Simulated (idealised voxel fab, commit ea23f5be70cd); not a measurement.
process module | voxel self aligned vias
cross-section cut | 265 nm wide | cells 5 nm
A cross-section is a grid of square cells, given in bands from the top down. A band is one or more rows of cells.
Each band's line starts with the height of the band's top and of its bottom, in nm. Then come its materials from left to right, each with its width in nm. One material with "throughout" fills the band from edge to edge. "air" is empty space.
Height 0 is the level under which the wafer as received is all one material. The lowest band goes on downwards, as in "0 down".
A width such as "30 to 40" changes by the same amount from each row of cells to the next, from the band's top row to its bottom row.
"no change" after a step means that no cell of the cross-section changed.
closed voids: empty space of 8 cells or more with no open way to the top, each as width x height at its distance from the left edge, in nm
after a step's settings: what the simulator itself notes on the step
overlay nm, on a step with a mask: how far to the right of its planned place the mask lay; to the left if negative
plan
1 op RECEIVE | material Si
2 op CONFORMAL_DEP | material SiO2 | thk nm 15
3 op CONFORMAL_DEP | material SiCN | thk nm 5
4 op DIRECTIONAL_DEP | material SiO2 | thk nm 25
5 op PATTERN | tone open | mask id LINES | material resist | width nm 30 | pitch nm 70 | thk nm 20 | overlay nm 0
6 op DIRECTIONAL_ETCH | etch materials SiO2 | depth nm 25
7 op STRIP | etch materials resist
8 op CONFORMAL_DEP | material TiN | thk nm 5
9 op FILL_DEP | material Ru | thk nm 5
10 op CMP | height nm 45
11 op SELECTIVE_ETCH | etch materials W Ru TiN | depth nm 10
12 op FILL_DEP | material SiN | thk nm 10
13 op CMP | height nm 45
14 op DIRECTIONAL_DEP | material SiO2 | thk nm 15
15 op DIRECTIONAL_DEP | material aC | thk nm 15
16 op PATTERN | tone open | mask id VIAS | material resist | width nm 40 | pitch nm 70 | thk nm 35 | overlay nm 0
17 op DIRECTIONAL_ETCH | etch materials aC | depth nm 15
18 op STRIP | etch materials resist
19 op DIRECTIONAL_ETCH | etch materials SiO2 | depth nm 15
20 op DIRECTIONAL_ETCH | etch materials SiN | depth nm 10
21 op STRIP | etch materials aC
22 op CONFORMAL_DEP | material TiN | thk nm 5
23 op FILL_DEP | material W | thk nm 10
24 op CMP | height nm 60
25 op CONFORMAL_DEP | material SiCN | thk nm 5
first wafer, as planned
as received, after step 1
  0 down: Si throughout
  closed voids: none
after step 2
  15 to 0: SiO2 throughout
  below 0: unchanged
after step 3
  20 to 15: SiCN throughout
  below 15: unchanged
after step 4
  45 to 20: SiO2 throughout
  below 20: unchanged
after step 5
  65 to 45: resist 45 | air 30 | resist 40 | air 30 | resist 40 | air 30 | resist 50
  below 45: unchanged
after step 6
  65 to 45: resist 45 | air 30 | resist 40 | air 30 | resist 40 | air 30 | resist 50
  45 to 20: SiO2 45 | air 30 | SiO2 40 | air 30 | SiO2 40 | air 30 | SiO2 50
  below 20: unchanged
after step 7
  45 to 20: SiO2 45 | air 30 | SiO2 40 | air 30 | SiO2 40 | air 30 | SiO2 50
  below 20: unchanged
after step 8
  50 to 45: TiN 50 | air 20 | TiN 50 | air 20 | TiN 50 | air 20 | TiN 55
  45 to 25: SiO2 45 | TiN 5 | air 20 | TiN 5 | SiO2 40 | TiN 5 | air 20 | TiN 5 | SiO2 40 | TiN 5 | air 20 | TiN 5 | SiO2 50
  25 to 20: SiO2 45 | TiN 30 | SiO2 40 | TiN 30 | SiO2 40 | TiN 30 | SiO2 50
  below 20: unchanged
after step 9
  55 to 50: Ru throughout
  50 to 45: TiN 50 | Ru 20 | TiN 50 | Ru 20 | TiN 50 | Ru 20 | TiN 55
  45 to 25: SiO2 45 | TiN 5 | Ru 20 | TiN 5 | SiO2 40 | TiN 5 | Ru 20 | TiN 5 | SiO2 40 | TiN 5 | Ru 20 | TiN 5 | SiO2 50
  below 25: unchanged
after step 10
  45 to 25: SiO2 45 | TiN 5 | Ru 20 | TiN 5 | SiO2 40 | TiN 5 | Ru 20 | TiN 5 | SiO2 40 | TiN 5 | Ru 20 | TiN 5 | SiO2 50
  below 25: unchanged
after step 11
  45 to 35: SiO2 45 | air 30 | SiO2 40 | air 30 | SiO2 40 | air 30 | SiO2 50
  below 35: unchanged
after step 12
  55 to 45: SiN throughout
  45 to 35: SiO2 45 | SiN 30 | SiO2 40 | SiN 30 | SiO2 40 | SiN 30 | SiO2 50
  below 35: unchanged
after step 13
  45 to 35: SiO2 45 | SiN 30 | SiO2 40 | SiN 30 | SiO2 40 | SiN 30 | SiO2 50
  below 35: unchanged
after step 14
  60 to 45: SiO2 throughout
  below 45: unchanged
after step 15
  75 to 60: aC throughout
  below 60: unchanged
after step 16
  110 to 75: resist 40 | air 40 | resist 30 | air 40 | resist 30 | air 40 | resist 45
  below 75: unchanged
after step 17
  95 to 75: resist 40 | air 40 | resist 30 | air 40 | resist 30 | air 40 | resist 45
  75 to 60: aC 40 | air 40 | aC 30 | air 40 | aC 30 | air 40 | aC 45
  below 60: unchanged
after step 18
  75 to 60: aC 40 | air 40 | aC 30 | air 40 | aC 30 | air 40 | aC 45
  below 60: unchanged
after step 19
  75 to 60: aC 40 | air 40 | aC 30 | air 40 | aC 30 | air 40 | aC 45
  60 to 45: SiO2 40 | air 40 | SiO2 30 | air 40 | SiO2 30 | air 40 | SiO2 45
  below 45: unchanged
after step 20
  75 to 60: aC 40 | air 40 | aC 30 | air 40 | aC 30 | air 40 | aC 45
  60 to 45: SiO2 40 | air 40 | SiO2 30 | air 40 | SiO2 30 | air 40 | SiO2 45
  45 to 35: SiO2 45 | air 30 | SiO2 40 | air 30 | SiO2 40 | air 30 | SiO2 50
  below 35: unchanged
after step 21
  60 to 45: SiO2 40 | air 40 | SiO2 30 | air 40 | SiO2 30 | air 40 | SiO2 45
  below 45: unchanged
after step 22
  65 to 60: TiN 45 | air 30 | TiN 40 | air 30 | TiN 40 | air 30 | TiN 50
  60 to 50: SiO2 40 | TiN 5 | air 30 | TiN 5 | SiO2 30 | TiN 5 | air 30 | TiN 5 | SiO2 30 | TiN 5 | air 30 | TiN 5 | SiO2 45
  50 to 40: SiO2 40 to 45 | TiN 10 to 5 | air 20 | TiN 10 to 5 | SiO2 30 to 40 | TiN 10 to 5 | air 20 | TiN 10 to 5 | SiO2 30 to 40 | TiN 10 to 5 | air 20 | TiN 10 to 5 | SiO2 45 to 50
  40 to 35: SiO2 45 | TiN 30 | SiO2 40 | TiN 30 | SiO2 40 | TiN 30 | SiO2 50
  below 35: unchanged
after step 23
  75 to 65: W throughout
  65 to 60: TiN 45 | W 30 | TiN 40 | W 30 | TiN 40 | W 30 | TiN 50
  60 to 50: SiO2 40 | TiN 5 | W 30 | TiN 5 | SiO2 30 | TiN 5 | W 30 | TiN 5 | SiO2 30 | TiN 5 | W 30 | TiN 5 | SiO2 45
  50 to 40: SiO2 40 to 45 | TiN 10 to 5 | W 20 | TiN 10 to 5 | SiO2 30 to 40 | TiN 10 to 5 | W 20 | TiN 10 to 5 | SiO2 30 to 40 | TiN 10 to 5 | W 20 | TiN 10 to 5 | SiO2 45 to 50
  below 40: unchanged
after step 24
  60 to 50: SiO2 40 | TiN 5 | W 30 | TiN 5 | SiO2 30 | TiN 5 | W 30 | TiN 5 | SiO2 30 | TiN 5 | W 30 | TiN 5 | SiO2 45
  below 50: unchanged
after step 25
  65 to 60: SiCN throughout
  below 60: unchanged
second wafer: like start, like plan, one mistake. Through step 15 it matches the first wafer
when step 16 should have ended
  110 to 75: resist 45 | air 30 | resist 40 | air 30 | resist 40 | air 30 | resist 50
  below 75: unchanged
when step 17 should have ended
  95 to 75: resist 45 | air 30 | resist 40 | air 30 | resist 40 | air 30 | resist 50
  75 to 60: aC 45 | air 30 | aC 40 | air 30 | aC 40 | air 30 | aC 50
  below 60: unchanged
when step 18 should have ended
  75 to 60: aC 45 | air 30 | aC 40 | air 30 | aC 40 | air 30 | aC 50
  below 60: unchanged
when step 19 should have ended
  75 to 60: aC 45 | air 30 | aC 40 | air 30 | aC 40 | air 30 | aC 50
  60 to 45: SiO2 45 | air 30 | SiO2 40 | air 30 | SiO2 40 | air 30 | SiO2 50
  below 45: unchanged
when step 20 should have ended
  75 to 60: aC 45 | air 30 | aC 40 | air 30 | aC 40 | air 30 | aC 50
  60 to 35: SiO2 45 | air 30 | SiO2 40 | air 30 | SiO2 40 | air 30 | SiO2 50
  below 35: unchanged
when step 21 should have ended
  60 to 35: SiO2 45 | air 30 | SiO2 40 | air 30 | SiO2 40 | air 30 | SiO2 50
  below 35: unchanged
when step 22 should have ended
  65 to 60: TiN 50 | air 20 | TiN 50 | air 20 | TiN 50 | air 20 | TiN 55
  60 to 40: SiO2 45 | TiN 5 | air 20 | TiN 5 | SiO2 40 | TiN 5 | air 20 | TiN 5 | SiO2 40 | TiN 5 | air 20 | TiN 5 | SiO2 50
  40 to 35: SiO2 45 | TiN 30 | SiO2 40 | TiN 30 | SiO2 40 | TiN 30 | SiO2 50
  below 35: unchanged
when step 23 should have ended
  75 to 65: W throughout
  65 to 60: TiN 50 | W 20 | TiN 50 | W 20 | TiN 50 | W 20 | TiN 55
  60 to 40: SiO2 45 | TiN 5 | W 20 | TiN 5 | SiO2 40 | TiN 5 | W 20 | TiN 5 | SiO2 40 | TiN 5 | W 20 | TiN 5 | SiO2 50
  below 40: unchanged
when step 24 should have ended
  60 to 40: SiO2 45 | TiN 5 | W 20 | TiN 5 | SiO2 40 | TiN 5 | W 20 | TiN 5 | SiO2 40 | TiN 5 | W 20 | TiN 5 | SiO2 50
  below 40: unchanged
when step 25 should have ended
  65 to 60: SiCN throughout
  below 60: unchanged
what went wrong: step 16 ran as: op PATTERN | tone open | mask id VIAS | material resist | width nm 30 | pitch nm 70 | thk nm 35 | overlay nm 0
at the end the second wafer has, in cells: 18 more of SiO2 | 6 fewer of TiN | 12 fewer of W
